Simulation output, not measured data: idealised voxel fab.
process module | voxel local oxidation
cross-section cut | 265 nm wide | cells 5 nm
A cross-section is a grid of square cells, given in bands from the top down. A band is one or more rows of cells.
Each band's line starts with the height of the band's top and of its bottom, in nm. Then come its materials from left to right, each with its width in nm. One material with "throughout" fills the band from edge to edge. "air" is empty space.
Height 0 is the level under which the wafer as received is all one material. The lowest band goes on downwards, as in "0 down".
A width such as "30 to 40" changes by the same amount from each row of cells to the next, from the band's top row to its bottom row.
"no change" after a step means that no cell of the cross-section changed.
closed voids: empty space of 8 cells or more with no open way to the top, each as width x height at its distance from the left edge, in nm
after a step's settings: what the simulator itself notes on the step
overlay nm, on a step with a mask: how far to the right of its planned place the mask lay; to the left if negative
plan
1 op RECEIVE | material Si
2 op CONFORMAL_DEP | material SiO2 | thk nm 5
3 op CONFORMAL_DEP | material SiN | thk nm 15
4 op DIRECTIONAL_DEP | material aC | thk nm 15
5 op PATTERN | tone cover | mask id ACTIVE | material resist | width nm 115 | thk nm 35 | overlay nm 0
6 op DIRECTIONAL_ETCH | etch materials aC | depth nm 15
7 op STRIP | etch materials resist
8 op DIRECTIONAL_ETCH | etch materials SiN | depth nm 15
9 op STRIP | etch materials aC
10 op SELECTIVE_ETCH | etch materials SiO2 | depth nm 5
11 op OXIDIZE | depth nm 10
12 op STRIP | etch materials SiN
as received, after step 1
  0 down: Si throughout
  closed voids: none
a wafer at the end: this start, this plan, one mistake
  5 to 0: air 90 | SiO2 105 | air 70
  0 to -10: SiO2 100 | Si 85 | SiO2 80
  -10 down: Si throughout
  closed voids: none
what went wrong: step 5 ran as: op PATTERN | tone cover | mask id ACTIVE | material resist | width nm 115 | thk nm 35 | overlay nm 10
